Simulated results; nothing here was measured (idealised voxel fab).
This section sets out a process module, namely voxel capacitor over wiring.
In the cross-section labelled cut, the width is 240 nm and each square cell is 5 nm.
Cross-section = grid of square cells, listed top down in bands; band = one or more rows.
Per band: top height and bottom height in nm, followed by the left-to-right materials and their widths in nm; "edge to edge" marks a single material spanning edge to edge, "air" marks empty space.
The level at which height equals 0 is the one under which the wafer, as it arrives, is entirely one material. No lower edge exists for the bottom band, which continues downward and is notated as in "0 and below".
Per-row width for "30 to 40": begins at first number (top row of band), ends at second number (bottom row), increment between rows held constant.
"nothing got changed", as given for a step, is the statement that not any cell of the cross-section underwent a change during that step.
You'll see "Closed void register" listing empty spaces that have no way open to the top, as long as they're 8 cells or more; the notation is width x height at distance, where the distance is from the left edge, and all of it is in nm.
Formally, on a step line, whatever follows the settings is a remark that the simulator itself makes on the step.
"overlay nm" denotes, for a step that has a mask, the displacement of the mask to the right of its planned place, with negative values corresponding to the left.

### Process steps foreseen in the plan
1,RECEIVE,material Si
2,CONFORMAL_DEP,material SiO2,thk nm 15
3,CONFORMAL_DEP,material SiCN,thk nm 5
4,DIRECTIONAL_DEP,material SiO2,thk nm 15
5,PATTERN,tone open,mask id METAL_1,material resist,width nm 25,pitch nm 85,thk nm 15,overlay nm 0
6,DIRECTIONAL_ETCH,etch materials SiO2,depth nm 15
7,DIRECTIONAL_ETCH,etch materials SiCN,depth nm 5
8,STRIP,etch materials resist
9,CONFORMAL_DEP,material TiN,thk nm 5
10,FILL_DEP,material Ru,thk nm 10
11,CMP,height nm 35
12,CONFORMAL_DEP,material SiCN,thk nm 5
13,DIRECTIONAL_DEP,material lowk,thk nm 10
14,PATTERN,tone open,mask id PLUG_1,material resist,width nm 15,thk nm 20,overlay nm 0
15,DIRECTIONAL_ETCH,etch materials lowk,depth nm 10
16,DIRECTIONAL_ETCH,etch materials SiCN,depth nm 5
17,STRIP,etch materials resist
18,EPI,material Ru,thk nm 10
19,EPI,material Ru,thk nm 5
20,DIRECTIONAL_DEP,material TiN,thk nm 5
21,DIRECTIONAL_DEP,material Al2O3,thk nm 5
22,DIRECTIONAL_DEP,material TiN,thk nm 5
23,DIRECTIONAL_DEP,material aC,thk nm 15
24,PATTERN,tone cover,mask id UPPER_PLATE,material resist,width nm 65,thk nm 30,overlay nm 0
25,DIRECTIONAL_ETCH,etch materials aC,depth nm 15
26,STRIP,etch materials resist
27,DIRECTIONAL_ETCH,etch materials TiN,depth nm 5
28,DIRECTIONAL_ETCH,etch materials Al2O3,depth nm 5
29,STRIP,etch materials aC
30,PATTERN,tone cover,mask id LOWER_PLATE,material resist,width nm 75,thk nm 20,overlay nm 0
31,DIRECTIONAL_ETCH,etch materials TiN,depth nm 5
32,STRIP,etch materials resist
33,FILL_DEP,material SiO2,thk nm 15
34,CMP,height nm 75
35,DIRECTIONAL_DEP,material aC,thk nm 15
36,PATTERN,tone open,mask id PLUG_2,material resist,width nm 15,thk nm 35,overlay nm 0
37,DIRECTIONAL_ETCH,etch materials aC,depth nm 15
38,STRIP,etch materials resist
39,DIRECTIONAL_ETCH,etch materials SiO2,depth nm 10
40,STRIP,etch materials aC
41,CONFORMAL_DEP,material TiN,thk nm 5
42,FILL_DEP,material W,thk nm 5
43,CMP,height nm 75
44,CONFORMAL_DEP,material SiCN,thk nm 5

### The first wafer of two, processed as planned

### Cross-section of the incoming wafer, state after step 1
    0 and below  Si edge to edge
    Closed void register: none

### after step 2
    15 down to 0  SiO2 edge to edge
    Below 0, no change.

### after step 3
    20 down to 15  SiCN edge to edge
    Below 15, no change.

### after step 4
    35 down to 20  SiO2 edge to edge
    Below 20, no change.

### after step 5
    50 down to 35  resist=65, then air=25, then resist=60, then air=25, then resist=65
    Below 35, no change.

### after step 6
    50 down to 35  resist=65, then air=25, then resist=60, then air=25, then resist=65
    35 down to 20  SiO2=65, then air=25, then SiO2=60, then air=25, then SiO2=65
    Below 20, no change.

### after step 7
    50 down to 35  resist=65, then air=25, then resist=60, then air=25, then resist=65
    35 down to 20  SiO2=65, then air=25, then SiO2=60, then air=25, then SiO2=65
    20 down to 15  SiCN=65, then air=25, then SiCN=60, then air=25, then SiCN=65
    Below 15, no change.

### after step 8
    35 down to 20  SiO2=65, then air=25, then SiO2=60, then air=25, then SiO2=65
    Below 20, no change.

### after step 9
    40 down to 35  TiN=70, then air=15, then TiN=70, then air=15, then TiN=70
    35 down to 20  SiO2=65, then TiN=5, then air=15, then TiN=5, then SiO2=60, then TiN=5, then air=15, then TiN=5, then SiO2=65
    20 down to 15  SiCN=65, then TiN=25, then SiCN=60, then TiN=25, then SiCN=65
    Below 15, no change.

### after step 10
    50 down to 40  Ru edge to edge
    40 down to 35  TiN=70, then Ru=15, then TiN=70, then Ru=15, then TiN=70
    35 down to 20  SiO2=65, then TiN=5, then Ru=15, then TiN=5, then SiO2=60, then TiN=5, then Ru=15, then TiN=5, then SiO2=65
    Below 20, no change.

### after step 11
    35 down to 20  SiO2=65, then TiN=5, then Ru=15, then TiN=5, then SiO2=60, then TiN=5, then Ru=15, then TiN=5, then SiO2=65
    Below 20, no change.

### after step 12
    40 down to 35  SiCN edge to edge
    Below 35, no change.

### after step 13
    50 down to 40  lowk edge to edge
    Below 40, no change.

### after step 14
    70 down to 50  resist=75, then air=15, then resist=150
    Below 50, no change.

### after step 15
    70 down to 50  resist=75, then air=15, then resist=150
    50 down to 40  lowk=75, then air=15, then lowk=150
    Below 40, no change.

### after step 16
    70 down to 50  resist=75, then air=15, then resist=150
    50 down to 40  lowk=75, then air=15, then lowk=150
    40 down to 35  SiCN=75, then air=15, then SiCN=150
    Below 35, no change.

### after step 17
    50 down to 40  lowk=75, then air=15, then lowk=150
    Below 40, no change.

### after step 18
    50 down to 45  lowk=75, then air=15, then lowk=150
    45 down to 40  lowk=75, then Ru=15, then lowk=150
    40 down to 35  SiCN=75, then Ru=15, then SiCN=150
    Below 35, no change.

### after step 19
    50 down to 40  lowk=75, then Ru=15, then lowk=150
    Below 40, no change.

### after step 20
    55 down to 50  TiN edge to edge
    Below 50, no change.

### after step 21
    60 down to 55  Al2O3 edge to edge
    Below 55, no change.

### after step 22
    65 down to 60  TiN edge to edge
    Below 60, no change.

### after step 23
    80 down to 65  aC edge to edge
    Below 65, no change.

### after step 24
    110 down to 80  air=75, then resist=65, then air=100
    Below 80, no change.

### after step 25
    95 down to 80  air=75, then resist=65, then air=100
    80 down to 65  air=75, then aC=65, then air=100
    Below 65, no change.

### after step 26
    80 down to 65  air=75, then aC=65, then air=100
    Below 65, no change.

### after step 27
    80 down to 65  air=75, then aC=65, then air=100
    65 down to 60  air=75, then TiN=65, then air=100
    Below 60, no change.

### after step 28
    80 down to 65  air=75, then aC=65, then air=100
    65 down to 60  air=75, then TiN=65, then air=100
    60 down to 55  air=75, then Al2O3=65, then air=100
    Below 55, no change.

### after step 29
    65 down to 60  air=75, then TiN=65, then air=100
    Below 60, no change.

### after step 30
    85 down to 65  air=70, then resist=75, then air=95
    65 down to 60  air=70, then resist=5, then TiN=65, then resist=5, then air=95
    60 down to 55  air=70, then resist=5, then Al2O3=65, then resist=5, then air=95
    Below 55, no change.

### after step 31
    85 down to 65  air=70, then resist=75, then air=95
    65 down to 60  air=70, then resist=5, then TiN=65, then resist=5, then air=95
    60 down to 55  air=70, then resist=5, then Al2O3=65, then resist=5, then air=95
    55 down to 50  air=70, then TiN=75, then air=95
    Below 50, no change.

### after step 32
    65 down to 60  air=75, then TiN=65, then air=100
    60 down to 55  air=75, then Al2O3=65, then air=100
    Below 55, no change.

### after step 33
    80 down to 65  SiO2 edge to edge
    65 down to 60  SiO2=75, then TiN=65, then SiO2=100
    60 down to 55  SiO2=75, then Al2O3=65, then SiO2=100
    55 down to 50  SiO2=70, then TiN=75, then SiO2=95
    Below 50, no change.

### after step 34
    75 down to 65  SiO2 edge to edge
    Below 65, no change.

### after step 35
    90 down to 75  aC edge to edge
    Below 75, no change.

### after step 36
    125 down to 90  resist=85, then air=15, then resist=140
    Below 90, no change.

### after step 37
    110 down to 90  resist=85, then air=15, then resist=140
    90 down to 75  aC=85, then air=15, then aC=140
    Below 75, no change.

### after step 38
    90 down to 75  aC=85, then air=15, then aC=140
    Below 75, no change.

### after step 39
    90 down to 75  aC=85, then air=15, then aC=140
    75 down to 65  SiO2=85, then air=15, then SiO2=140
    Below 65, no change.

### after step 40
    75 down to 65  SiO2=85, then air=15, then SiO2=140
    Below 65, no change.

### after step 41
    80 down to 75  TiN=90, then air=5, then TiN=145
    75 down to 70  SiO2=85, then TiN=5, then air=5, then TiN=5, then SiO2=140
    70 down to 60  SiO2=85 to 75, then TiN=15 to 65, then SiO2=140 to 100
    Below 60, no change.

### after step 42
    85 down to 80  W edge to edge
    80 down to 75  TiN=90, then W=5, then TiN=145
    75 down to 70  SiO2=85, then TiN=5, then W=5, then TiN=5, then SiO2=140
    Below 70, no change.

### after step 43
    75 down to 70  SiO2=85, then TiN=5, then W=5, then TiN=5, then SiO2=140
    Below 70, no change.

### after step 44
    80 down to 75  SiCN edge to edge
    Below 75, no change.

### Second Wafer (Identical Start and Plan, One Processing Error; Matches First Wafer Through Step 17)

### Cross-section: second wafer, time at which step 18 was scheduled to end
    55 down to 50  air=70, then Ru=25, then air=145
    50 down to 40  lowk=75, then Ru=15, then lowk=150
    40 down to 35  SiCN=75, then Ru=15, then SiCN=150
    Below 35, no change.

### Cross-section: second wafer, time at which step 19 was scheduled to end
    60 down to 50  air=65, then Ru=35, then air=140
    Below 50, no change.

### Cross-section: second wafer, time at which step 20 was scheduled to end
    65 down to 60  air=65, then TiN=35, then air=140
    60 down to 55  air=65, then Ru=35, then air=140
    55 down to 50  TiN=65, then Ru=35, then TiN=140
    Below 50, no change.

### Cross-section: second wafer, time at which step 21 was scheduled to end
    70 down to 65  air=65, then Al2O3=35, then air=140
    65 down to 60  air=65, then TiN=35, then air=140
    60 down to 55  Al2O3=65, then Ru=35, then Al2O3=140
    Below 55, no change.

### Cross-section: second wafer, time at which step 22 was scheduled to end
    75 down to 70  air=65, then TiN=35, then air=140
    70 down to 65  air=65, then Al2O3=35, then air=140
    65 down to 60  TiN edge to edge
    Below 60, no change.

### Cross-section: second wafer, time at which step 23 was scheduled to end
    90 down to 80  air=65, then aC=35, then air=140
    80 down to 75  aC edge to edge
    75 down to 70  aC=65, then TiN=35, then aC=140
    70 down to 65  aC=65, then Al2O3=35, then aC=140
    Below 65, no change.

### Cross-section: second wafer, time at which step 24 was scheduled to end
    120 down to 90  air=75, then resist=65, then air=100
    90 down to 80  air=65, then aC=35, then resist=40, then air=100
    Below 80, no change.

### Cross-section: second wafer, time at which step 25 was scheduled to end
    105 down to 90  air=75, then resist=65, then air=100
    90 down to 80  air=75, then aC=25, then resist=40, then air=100
    80 down to 75  air=75, then aC=65, then air=100
    75 down to 70  air=65, then TiN=35, then aC=40, then air=100
    70 down to 65  air=65, then Al2O3=35, then aC=40, then air=100
    Below 65, no change.

### Cross-section: second wafer, time at which step 26 was scheduled to end
    90 down to 80  air=75, then aC=25, then air=140
    Below 80, no change.

### Cross-section: second wafer, time at which step 27 was scheduled to end
    90 down to 80  air=75, then aC=25, then air=140
    80 down to 75  air=75, then aC=65, then air=100
    75 down to 70  air=75, then TiN=25, then aC=40, then air=100
    70 down to 65  air=65, then Al2O3=35, then aC=40, then air=100
    65 down to 60  air=65, then TiN=75, then air=100
    Below 60, no change.

### Cross-section: second wafer, time at which step 28 was scheduled to end
    90 down to 80  air=75, then aC=25, then air=140
    80 down to 75  air=75, then aC=65, then air=100
    75 down to 70  air=75, then TiN=25, then aC=40, then air=100
    70 down to 65  air=75, then Al2O3=25, then aC=40, then air=100
    65 down to 60  air=65, then TiN=75, then air=100
    60 down to 55  air=65, then Ru=35, then Al2O3=40, then air=100
    Below 55, no change.

### Cross-section: second wafer, time at which step 29 was scheduled to end
    75 down to 70  air=75, then TiN=25, then air=140
    70 down to 65  air=75, then Al2O3=25, then air=140
    Below 65, no change.

### Cross-section: second wafer, time at which step 30 was scheduled to end
    95 down to 75  air=70, then resist=75, then air=95
    75 down to 70  air=70, then resist=5, then TiN=25, then resist=45, then air=95
    70 down to 65  air=70, then resist=5, then Al2O3=25, then resist=45, then air=95
    65 down to 60  air=65, then TiN=75, then resist=5, then air=95
    60 down to 55  air=65, then Ru=35, then Al2O3=40, then resist=5, then air=95
    Below 55, no change.

### Cross-section: second wafer, time at which step 31 was scheduled to end
    95 down to 75  air=70, then resist=75, then air=95
    75 down to 70  air=70, then resist=5, then TiN=25, then resist=45, then air=95
    70 down to 65  air=70, then resist=5, then Al2O3=25, then resist=45, then air=95
    65 down to 60  air=70, then TiN=70, then resist=5, then air=95
    60 down to 55  air=65, then Ru=35, then Al2O3=40, then resist=5, then air=95
    55 down to 50  air=65, then Ru=35, then TiN=45, then air=95
    Below 50, no change.

### Cross-section: second wafer, time at which step 32 was scheduled to end
    75 down to 70  air=75, then TiN=25, then air=140
    70 down to 65  air=75, then Al2O3=25, then air=140
    65 down to 60  air=70, then TiN=70, then air=100
    60 down to 55  air=65, then Ru=35, then Al2O3=40, then air=100
    Below 55, no change.

### Cross-section: second wafer, time at which step 33 was scheduled to end
    90 down to 75  SiO2 edge to edge
    75 down to 70  SiO2=75, then TiN=25, then SiO2=140
    70 down to 65  SiO2=75, then Al2O3=25, then SiO2=140
    65 down to 60  SiO2=70, then TiN=70, then SiO2=100
    60 down to 55  SiO2=65, then Ru=35, then Al2O3=40, then SiO2=100
    55 down to 50  SiO2=65, then Ru=35, then TiN=45, then SiO2=95
    Below 50, no change.

### Cross-section: second wafer, time at which step 34 was scheduled to end
    75 down to 70  SiO2=75, then TiN=25, then SiO2=140
    Below 70, no change.

### Cross-section: second wafer, time at which step 35 was scheduled to end
    90 down to 75  aC edge to edge
    Below 75, no change.

### Cross-section: second wafer, time at which step 36 was scheduled to end
    125 down to 90  resist=85, then air=15, then resist=140
    Below 90, no change.

### Cross-section: second wafer, time at which step 37 was scheduled to end
    110 down to 90  resist=85, then air=15, then resist=140
    90 down to 75  aC=85, then air=15, then aC=140
    Below 75, no change.

### Cross-section: second wafer, time at which step 38 was scheduled to end
    90 down to 75  aC=85, then air=15, then aC=140
    Below 75, no change.

Cross-section: second wafer, time at which step 39 was scheduled to end: nothing got changed

### Cross-section: second wafer, time at which step 40 was scheduled to end
    75 down to 70  SiO2=75, then TiN=25, then SiO2=140
    Below 70, no change.

### Cross-section: second wafer, time at which step 41 was scheduled to end
    80 down to 75  TiN edge to edge
    Below 75, no change.

### Cross-section: second wafer, time at which step 42 was scheduled to end
    85 down to 80  W edge to edge
    Below 80, no change.

### Cross-section: second wafer, time at which step 43 was scheduled to end
    75 down to 70  SiO2=75, then TiN=25, then SiO2=140
    Below 70, no change.

### Cross-section: second wafer, time at which step 44 was scheduled to end
    80 down to 75  SiCN edge to edge
    Below 75, no change.
Short version of what went wrong: the plan had its step 18 run twice
Wafer comparison, final, in cells, second relative to first, materials more or fewer: 14 more of Ru, 8 fewer of SiO2, 5 fewer of TiN, 1 fewer of W
